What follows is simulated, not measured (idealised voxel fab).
Presented below is a process module, voxel fin reveal.
Pictured: cross-section cut, 290 nm wide, on a grid of 5 nm square cells.
Bands, listed from the top down, are how a cross-section gets written in this document; the cross-section itself is a grid of square cells, and a band is one or more rows of them. First you get the band's top height and its bottom height, in nm, and then the materials it's made of, left to right, with each width in nm. If you see a single material with "throughout", that one covers the band edge to edge. "blank" is empty space. Below 0: as-received wafer, all one material; heights counted from there. Lowest band: no bottom, goes on down, written "0..down". The notation "30 to 40" denotes a width that varies across the rows of cells in the band, beginning at the first number in the top row, finishing at the second number in the bottom row, and changing by an identical amount from each row to the next. Where the words "stayed the same" appear for a step, the cross-section shows no cell changed by that step; every cell remained as before. Reported under the label "Fully enclosed voids" are the empty spaces having no open way to the top and comprising 8 cells or more; the notation for each is width x height at distance, in which the distance is measured from the left edge and all three values are in nm. Formally, on a step line, whatever follows the settings is a remark that the simulator itself makes on the step. overlay nm: for a step with a mask, the amount by which the mask lay right of where it was planned; a negative amount means left of it.
-- Process steps - plan
1) RECEIVE with material Si
2) CONFORMAL_DEP with material SiN, thk nm 5
3) DIRECTIONAL_DEP with material aC, thk nm 10
4) PATTERN with tone cover, mask id FINS, material resist, width nm 15, pitch nm 35, thk nm 30, overlay nm 0
5) DIRECTIONAL_ETCH with etch materials aC, depth nm 10
6) STRIP with etch materials resist
7) DIRECTIONAL_ETCH with etch materials SiN, depth nm 5
8) DIRECTIONAL_ETCH with etch materials Si, depth nm 30
9) STRIP with etch materials aC
10) OXIDIZE with depth nm 5
11) FILL_DEP with material SiO2, thk nm 15
12) CMP with height nm 5
13) SELECTIVE_ETCH with etch materials SiO2, depth nm 20
14) STRIP with etch materials SiN
15) CONFORMAL_DEP with material HfO2, thk nm 5
-- First wafer of two (run as planned)
-- Shown in cross-section is the wafer as received, that is, as it stands after step 1
- 0..down = Si throughout
- Fully enclosed voids: none
-- after step 2
- 5..0 = SiN throughout
- At heights below 0, the structure remains unaltered.
-- after step 3
- 15..5 = aC throughout
- At heights below 5, the structure remains unaltered.
-- after step 4
- 45..15 = blank 120 / resist 15 / blank 20 / resist 15 / blank 120
- At heights below 15, the structure remains unaltered.
-- after step 5
- 35..15 = blank 120 / resist 15 / blank 20 / resist 15 / blank 120
- 15..5 = blank 120 / aC 15 / blank 20 / aC 15 / blank 120
- At heights below 5, the structure remains unaltered.
-- after step 6
- 15..5 = blank 120 / aC 15 / blank 20 / aC 15 / blank 120
- At heights below 5, the structure remains unaltered.
-- after step 7
- 15..5 = blank 120 / aC 15 / blank 20 / aC 15 / blank 120
- 5..0 = blank 120 / SiN 15 / blank 20 / SiN 15 / blank 120
- At heights below 0, the structure remains unaltered.
-- after step 8
- 15..5 = blank 120 / aC 15 / blank 20 / aC 15 / blank 120
- 5..0 = blank 120 / SiN 15 / blank 20 / SiN 15 / blank 120
- 0..-30 = blank 120 / Si 15 / blank 20 / Si 15 / blank 120
- At heights below -30, the structure remains unaltered.
-- after step 9
- 5..0 = blank 120 / SiN 15 / blank 20 / SiN 15 / blank 120
- At heights below 0, the structure remains unaltered.
-- after step 10
- 5..0 = blank 120 / SiN 15 / blank 20 / SiN 15 / blank 120
- 0..-30 = blank 120 / SiO2 5 / Si 5 / SiO2 5 / blank 20 / SiO2 5 / Si 5 / SiO2 5 / blank 120
- -30..-35 = SiO2 125 / Si 5 / SiO2 30 / Si 5 / SiO2 125
- At heights below -35, the structure remains unaltered.
-- after step 11
- 20..5 = SiO2 throughout
- 5..0 = SiO2 120 / SiN 15 / SiO2 20 / SiN 15 / SiO2 120
- 0..-35 = SiO2 125 / Si 5 / SiO2 30 / Si 5 / SiO2 125
- At heights below -35, the structure remains unaltered.
-- after step 12
- 5..0 = SiO2 120 / SiN 15 / SiO2 20 / SiN 15 / SiO2 120
- At heights below 0, the structure remains unaltered.
-- after step 13
- 5..0 = blank 120 / SiN 15 / blank 20 / SiN 15 / blank 120
- 0..-15 = blank 125 / Si 5 / blank 30 / Si 5 / blank 125
- At heights below -15, the structure remains unaltered.
-- after step 14
- 0..-15 = blank 125 / Si 5 / blank 30 / Si 5 / blank 125
- At heights below -15, the structure remains unaltered.
-- after step 15
- 5..0 = blank 120 / HfO2 15 / blank 20 / HfO2 15 / blank 120
- 0..-10 = blank 120 / HfO2 5 / Si 5 / HfO2 5 / blank 20 / HfO2 5 / Si 5 / HfO2 5 / blank 120
- -10..-15 = HfO2 125 / Si 5 / HfO2 30 / Si 5 / HfO2 125
- At heights below -15, the structure remains unaltered.
-- Regarding the second of the two wafers: it shared the first wafer's starting condition and process plan, yet one error occurred during its execution. Its history coincides with that of the first wafer up to and including step 3
-- Cross-section of the second wafer at the time by which step 4 should have been completed according to the plan
- 45..15 = resist 120 / blank 15 / resist 20 / blank 15 / resist 120
- At heights below 15, the structure remains unaltered.
-- Cross-section of the second wafer at the time by which step 5 should have been completed according to the plan
- 35..15 = resist 120 / blank 15 / resist 20 / blank 15 / resist 120
- 15..5 = aC 120 / blank 15 / aC 20 / blank 15 / aC 120
- At heights below 5, the structure remains unaltered.
-- Cross-section of the second wafer at the time by which step 6 should have been completed according to the plan
- 15..5 = aC 120 / blank 15 / aC 20 / blank 15 / aC 120
- At heights below 5, the structure remains unaltered.
-- Cross-section of the second wafer at the time by which step 7 should have been completed according to the plan
- 15..5 = aC 120 / blank 15 / aC 20 / blank 15 / aC 120
- 5..0 = SiN 120 / blank 15 / SiN 20 / blank 15 / SiN 120
- At heights below 0, the structure remains unaltered.
-- Cross-section of the second wafer at the time by which step 8 should have been completed according to the plan
- 15..5 = aC 120 / blank 15 / aC 20 / blank 15 / aC 120
- 5..0 = SiN 120 / blank 15 / SiN 20 / blank 15 / SiN 120
- 0..-30 = Si 120 / blank 15 / Si 20 / blank 15 / Si 120
- At heights below -30, the structure remains unaltered.
-- Cross-section of the second wafer at the time by which step 9 should have been completed according to the plan
- 5..0 = SiN 120 / blank 15 / SiN 20 / blank 15 / SiN 120
- At heights below 0, the structure remains unaltered.
-- Cross-section of the second wafer at the time by which step 10 should have been completed according to the plan
- 5..0 = SiN 120 / blank 15 / SiN 20 / blank 15 / SiN 120
- 0..-30 = Si 115 / SiO2 5 / blank 15 / SiO2 5 / Si 10 / SiO2 5 / blank 15 / SiO2 5 / Si 115
- -30..-35 = Si 115 / SiO2 25 / Si 10 / SiO2 25 / Si 115
- At heights below -35, the structure remains unaltered.
-- Cross-section of the second wafer at the time by which step 11 should have been completed according to the plan
- 20..5 = SiO2 throughout
- 5..0 = SiN 120 / SiO2 15 / SiN 20 / SiO2 15 / SiN 120
- 0..-35 = Si 115 / SiO2 25 / Si 10 / SiO2 25 / Si 115
- At heights below -35, the structure remains unaltered.
-- Cross-section of the second wafer at the time by which step 12 should have been completed according to the plan
- 5..0 = SiN 120 / SiO2 15 / SiN 20 / SiO2 15 / SiN 120
- At heights below 0, the structure remains unaltered.
-- Cross-section of the second wafer at the time by which step 13 should have been completed according to the plan
- 5..0 = SiN 120 / blank 15 / SiN 20 / blank 15 / SiN 120
- 0..-15 = Si 115 / blank 25 / Si 10 / blank 25 / Si 115
- At heights below -15, the structure remains unaltered.
-- Cross-section of the second wafer at the time by which step 14 should have been completed according to the plan
- 0..-15 = Si 115 / blank 25 / Si 10 / blank 25 / Si 115
- At heights below -15, the structure remains unaltered.
-- Cross-section of the second wafer at the time by which step 15 should have been completed according to the plan
- 5..0 = HfO2 120 / blank 15 / HfO2 20 / blank 15 / HfO2 120
- 0..-10 = Si 115 / HfO2 5 / blank 15 / HfO2 5 / Si 10 / HfO2 5 / blank 15 / HfO2 5 / Si 115
- -10..-15 = Si 115 / HfO2 25 / Si 10 / HfO2 25 / Si 115
- At heights below -15, the structure remains unaltered.
Heads up, the wafer didn't run the way we planned it: step 4 did not happen as planned, as run it was PATTERN with tone open, mask id FINS, material resist, width nm 15, pitch nm 35, thk nm 30, overlay nm 0
Heads up, by the end the second wafer has more or fewer cells of some materials compared to the first: Si: 322 more | SiO2: 184 fewer
